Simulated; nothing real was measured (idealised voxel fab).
process module | voxel tone inversion
cross-section cut | 175 nm wide | cells 5 nm
A cross-section is a grid of square cells, given in bands from the top down. A band is one or more rows of cells.
Each band's line starts with the height of the band's top and of its bottom, in nm. Then come its materials from left to right, each with its width in nm. One material with "throughout" fills the band from edge to edge. "air" is empty space.
Height 0 is the level under which the wafer as received is all one material. The lowest band goes on downwards, as in "0 down".
A width such as "30 to 40" changes by the same amount from each row of cells to the next, from the band's top row to its bottom row.
"no change" after a step means that no cell of the cross-section changed.
closed voids: empty space of 8 cells or more with no open way to the top, each as width x height at its distance from the left edge, in nm
after a step's settings: what the simulator itself notes on the step
overlay nm, on a step with a mask: how far to the right of its planned place the mask lay; to the left if negative
plan
1 op RECEIVE | material Si
2 op CONFORMAL_DEP | material SiN | thk nm 5
3 op DIRECTIONAL_DEP | material aC | thk nm 15
4 op PATTERN | tone cover | mask id POSTS | material resist | width nm 25 | pitch nm 55 | thk nm 20 | overlay nm -5
5 op DIRECTIONAL_ETCH | etch materials aC | depth nm 15
6 op STRIP | etch materials resist
7 op FILL_DEP | material lowk | thk nm 5
8 op CMP | height nm 20
9 op STRIP | etch materials aC
10 op CONFORMAL_DEP | material TiN | thk nm 5
11 op FILL_DEP | material Ru | thk nm 5
12 op CMP | height nm 20
13 op CONFORMAL_DEP | material SiCN | thk nm 5
varied across the wafers: overlay nm of step 4. The plan shows the first wafer's value. All wafers start alike
first wafer as received, after step 1
  0 down: Si throughout
  closed voids: none
each wafer at the end: cells of each material gained (+) or lost (-) since it was received, then its closed voids
overlay nm -5 | +18 Ru | +35 SiCN | +35 SiN | +27 TiN | +60 lowk | closed voids: none
overlay nm 0 | +18 Ru | +35 SiCN | +35 SiN | +27 TiN | +60 lowk | closed voids: none
overlay nm 5 | +18 Ru | +35 SiCN | +35 SiN | +27 TiN | +60 lowk | closed voids: none
